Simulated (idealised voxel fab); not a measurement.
Title: Process Module voxel self aligned contacts
It is cross-section cut that appears here, measuring 260 nm in width, its square cells being 5 nm in size.
Notation: cross-section as square-cell grid; stated in bands, top first, going down; one or more cell rows per band.
Per band: top height and bottom height in nm, followed by the left-to-right materials and their widths in nm; "full width" marks a single material spanning edge to edge, "air" marks empty space.
For the purposes of this specification, 0 denotes the height below which the wafer in its as-received condition is composed wholly of one material, and the lowermost band, lacking a lower limit, extends downward without end, as expressed in "top 0, no bottom".
A width such as "30 to 40" changes by the same amount from each row of cells to the next, from the band's top row to its bottom row.
"all unchanged" after a step means that no cell of the cross-section changed.
Enclosed voids (no open way to top), threshold 8 cells or more, entry "Cavities, sealed", notation width x height at distance, distance from left edge, nm.
Read whatever lies past the settings on a step's line as the simulator's own remark about the step.
What "overlay nm" on a step's line means: if the step has a mask, that mask lay this far to the right of its planned place, or, when the value is negative, to the left.
Intended process steps:
1. RECEIVE: material Si
2. OXIDIZE: depth nm 5
3. DIRECTIONAL_DEP: material polySi, thk nm 30
4. DIRECTIONAL_DEP: material SiN, thk nm 15
5. MASKED_ETCH: tone cover, mask id GATE, width nm 35, pitch nm 70, etch materials SiN, depth nm 15, overlay nm 0
6. MASKED_ETCH: tone cover, mask id GATE, width nm 35, pitch nm 70, etch materials polySi, depth nm 30, overlay nm 0
7. CONFORMAL_DEP: material SiN, thk nm 5
8. DIRECTIONAL_ETCH: etch materials SiN, depth nm 5
9. FILL_DEP: material SiO2, thk nm 15
10. CMP: height nm 50
11. PATTERN: tone open, mask id CONTACT, material resist, width nm 45, pitch nm 70, thk nm 15, overlay nm -15
12. DIRECTIONAL_ETCH: etch materials SiO2, depth nm 55
13. STRIP: etch materials resist
14. CONFORMAL_DEP: material TiN, thk nm 5
15. FILL_DEP: material Ru, thk nm 10
16. CMP: height nm 50
17. CONFORMAL_DEP: material SiCN, thk nm 5
Split variable: overlay nm, step 11. Plan value = first wafer. Wafers start alike.
Cross-section, first of several wafers, as delivered after step 1:
  top 0, no bottom  Si full width
  Cavities, sealed: none
Module finished, last step 17 done: cross-section of the first of several wafers:
  top 55, bottom 50  SiCN full width
  top 50, bottom 45  SiO2=55, TiN=30, Ru=10, TiN=5, SiO2=25, TiN=30, Ru=10, TiN=5, SiO2=90
  top 45, bottom 30  SiO2=35, SiN=45, TiN=5, Ru=10, TiN=5, SiO2=5, SiN=45, TiN=5, Ru=10, TiN=5, SiO2=5, SiN=45, SiO2=40
  top 30, bottom 0  SiO2=35, SiN=5, polySi=35, SiN=5, TiN=5, Ru=10, TiN=5, SiO2=5, SiN=5, polySi=35, SiN=5, TiN=5, Ru=10, TiN=5, SiO2=5, SiN=5, polySi=35, SiN=5, SiO2=40
  top 0, bottom -5  SiO2=80, TiN=20, SiO2=50, TiN=20, SiO2=90
  top -5, no bottom  Si full width
  Cavities, sealed: none
Here we cross-sectioned the last of the wafers once the module was done:
  top 55, bottom 50  SiCN full width
  top 50, bottom 45  SiO2=85, TiN=5, Ru=10, TiN=30, SiO2=25, TiN=5, Ru=10, TiN=30, SiO2=60
  top 45, bottom 30  SiO2=35, SiN=45, SiO2=5, TiN=5, Ru=10, TiN=5, SiN=45, SiO2=5, TiN=5, Ru=10, TiN=5, SiN=45, SiO2=40
  top 30, bottom 0  SiO2=35, SiN=5, polySi=35, SiN=5, SiO2=5, TiN=5, Ru=10, TiN=5, SiN=5, polySi=35, SiN=5, SiO2=5, TiN=5, Ru=10, TiN=5, SiN=5, polySi=35, SiN=5, SiO2=40
  top 0, bottom -5  SiO2=85, TiN=20, SiO2=50, TiN=20, SiO2=85
  top -5, no bottom  Si full width
  Cavities, sealed: none
The rows of the table below are wafers. Looking at the end of the module, a row counts, for every material, the cells the wafer has gained, shown as (+), or lost, shown as (-), since it was received; its closed voids come next:
overlay nm -15, +40 Ru, -52 Si, +52 SiCN, +117 SiN, +231 SiO2, +58 TiN, +126 polySi, Cavities, sealed: none
overlay nm -10, +60 Ru, -52 Si, +52 SiCN, +117 SiN, +211 SiO2, +58 TiN, +126 polySi, Cavities, sealed: none
overlay nm -5, +60 Ru, -52 Si, +52 SiCN, +117 SiN, +211 SiO2, +58 TiN, +126 polySi, Cavities, sealed: none
overlay nm 0, +60 Ru, -52 Si, +52 SiCN, +117 SiN, +211 SiO2, +58 TiN, +126 polySi, Cavities, sealed: none
overlay nm 5, +60 Ru, -52 Si, +52 SiCN, +117 SiN, +211 SiO2, +58 TiN, +126 polySi, Cavities, sealed: none
overlay nm 10, +60 Ru, -52 Si, +52 SiCN, +117 SiN, +211 SiO2, +58 TiN, +126 polySi, Cavities, sealed: none
overlay nm 15, +40 Ru, -52 Si, +52 SiCN, +117 SiN, +231 SiO2, +58 TiN, +126 polySi, Cavities, sealed: none
